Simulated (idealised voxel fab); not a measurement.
process module | voxel quadruple lines
cross-section cut | 200 nm wide | cells 5 nm
A cross-section is a grid of square cells, given in bands from the top down. A band is one or more rows of cells.
Each band's line starts with the height of the band's top and of its bottom, in nm. Then come its materials from left to right, each with its width in nm. One material with "throughout" fills the band from edge to edge. "air" is empty space.
Height 0 is the level under which the wafer as received is all one material. The lowest band goes on downwards, as in "0 down".
A width such as "30 to 40" changes by the same amount from each row of cells to the next, from the band's top row to its bottom row.
"no change" after a step means that no cell of the cross-section changed.
closed voids: empty space of 8 cells or more with no open way to the top, each as width x height at its distance from the left edge, in nm
after a step's settings: what the simulator itself notes on the step
overlay nm, on a step with a mask: how far to the right of its planned place the mask lay; to the left if negative
plan
1 op RECEIVE | material Si
2 op CONFORMAL_DEP | material Al2O3 | thk nm 10
3 op DIRECTIONAL_DEP | material TiN | thk nm 10
4 op DIRECTIONAL_DEP | material polySi | thk nm 15
5 op DIRECTIONAL_DEP | material aC | thk nm 20
6 op PATTERN | tone cover | mask id MANDREL | material resist | width nm 30 | thk nm 30 | overlay nm 0
7 op DIRECTIONAL_ETCH | etch materials aC | depth nm 20
8 op STRIP | etch materials resist
9 op CONFORMAL_DEP | material SiO2 | thk nm 10
10 op DIRECTIONAL_ETCH | etch materials SiO2 | depth nm 10
11 op STRIP | etch materials aC
12 op DIRECTIONAL_ETCH | etch materials polySi | depth nm 15
13 op STRIP | etch materials SiO2
14 op CONFORMAL_DEP | material SiCN | thk nm 10
15 op DIRECTIONAL_ETCH | etch materials SiCN | depth nm 10
16 op STRIP | etch materials polySi
17 op DIRECTIONAL_ETCH | etch materials TiN | depth nm 10
18 op STRIP | etch materials SiCN
first wafer, as planned
as received, after step 1
  0 down: Si throughout
  closed voids: none
after step 2
  10 to 0: Al2O3 throughout
  below 0: unchanged
after step 3
  20 to 10: TiN throughout
  below 10: unchanged
after step 4
  35 to 20: polySi throughout
  below 20: unchanged
after step 5
  55 to 35: aC throughout
  below 35: unchanged
after step 6
  85 to 55: air 85 | resist 30 | air 85
  below 55: unchanged
after step 7
  65 to 55: air 85 | resist 30 | air 85
  55 to 35: air 85 | aC 30 | air 85
  below 35: unchanged
after step 8
  55 to 35: air 85 | aC 30 | air 85
  below 35: unchanged
after step 9
  65 to 55: air 75 | SiO2 50 | air 75
  55 to 45: air 75 | SiO2 10 | aC 30 | SiO2 10 | air 75
  45 to 35: SiO2 85 | aC 30 | SiO2 85
  below 35: unchanged
after step 10
  55 to 35: air 75 | SiO2 10 | aC 30 | SiO2 10 | air 75
  below 35: unchanged
after step 11
  55 to 35: air 75 | SiO2 10 | air 30 | SiO2 10 | air 75
  below 35: unchanged
after step 12
  55 to 35: air 75 | SiO2 10 | air 30 | SiO2 10 | air 75
  35 to 20: air 75 | polySi 10 | air 30 | polySi 10 | air 75
  below 20: unchanged
after step 13
  35 to 20: air 75 | polySi 10 | air 30 | polySi 10 | air 75
  below 20: unchanged
after step 14
  45 to 35: air 65 | SiCN 30 | air 10 | SiCN 30 | air 65
  35 to 30: air 65 | SiCN 10 | polySi 10 | SiCN 10 | air 10 | SiCN 10 | polySi 10 | SiCN 10 | air 65
  30 to 20: SiCN 75 | polySi 10 | SiCN 30 | polySi 10 | SiCN 75
  below 20: unchanged
after step 15
  35 to 20: air 65 | SiCN 10 | polySi 10 | SiCN 10 | air 10 | SiCN 10 | polySi 10 | SiCN 10 | air 65
  below 20: unchanged
after step 16
  35 to 20: air 65 | SiCN 10 | air 10 | SiCN 10 | air 10 | SiCN 10 | air 10 | SiCN 10 | air 65
  below 20: unchanged
after step 17
  35 to 20: air 65 | SiCN 10 | air 10 | SiCN 10 | air 10 | SiCN 10 | air 10 | SiCN 10 | air 65
  20 to 10: air 65 | TiN 10 | air 10 | TiN 10 | air 10 | TiN 10 | air 10 | TiN 10 | air 65
  below 10: unchanged
after step 18
  20 to 10: air 65 | TiN 10 | air 10 | TiN 10 | air 10 | TiN 10 | air 10 | TiN 10 | air 65
  below 10: unchanged
second wafer: like start, like plan, one mistake. Through step 9 it matches the first wafer
when step 10 should have ended
  55 to 45: air 85 | aC 30 | air 85
  45 to 35: air 75 | SiO2 10 | aC 30 | SiO2 10 | air 75
  below 35: unchanged
when step 11 should have ended
  45 to 35: air 75 | SiO2 10 | air 30 | SiO2 10 | air 75
  below 35: unchanged
when step 12 should have ended
  45 to 35: air 75 | SiO2 10 | air 30 | SiO2 10 | air 75
  35 to 20: air 75 | polySi 10 | air 30 | polySi 10 | air 75
  below 20: unchanged
when step 13 should have ended
  35 to 20: air 75 | polySi 10 | air 30 | polySi 10 | air 75
  below 20: unchanged
when step 14 should have ended
  45 to 35: air 65 | SiCN 30 | air 10 | SiCN 30 | air 65
  35 to 30: air 65 | SiCN 10 | polySi 10 | SiCN 10 | air 10 | SiCN 10 | polySi 10 | SiCN 10 | air 65
  30 to 20: SiCN 75 | polySi 10 | SiCN 30 | polySi 10 | SiCN 75
  below 20: unchanged
when step 15 should have ended
  35 to 20: air 65 | SiCN 10 | polySi 10 | SiCN 10 | air 10 | SiCN 10 | polySi 10 | SiCN 10 | air 65
  below 20: unchanged
when step 16 should have ended
  35 to 20: air 65 | SiCN 10 | air 10 | SiCN 10 | air 10 | SiCN 10 | air 10 | SiCN 10 | air 65
  below 20: unchanged
when step 17 should have ended
  35 to 20: air 65 | SiCN 10 | air 10 | SiCN 10 | air 10 | SiCN 10 | air 10 | SiCN 10 | air 65
  20 to 10: air 65 | TiN 10 | air 10 | TiN 10 | air 10 | TiN 10 | air 10 | TiN 10 | air 65
  below 10: unchanged
when step 18 should have ended
  20 to 10: air 65 | TiN 10 | air 10 | TiN 10 | air 10 | TiN 10 | air 10 | TiN 10 | air 65
  below 10: unchanged
what went wrong: step 10 was run twice
at the end the two cross-sections are the same: no effect in what this model computes
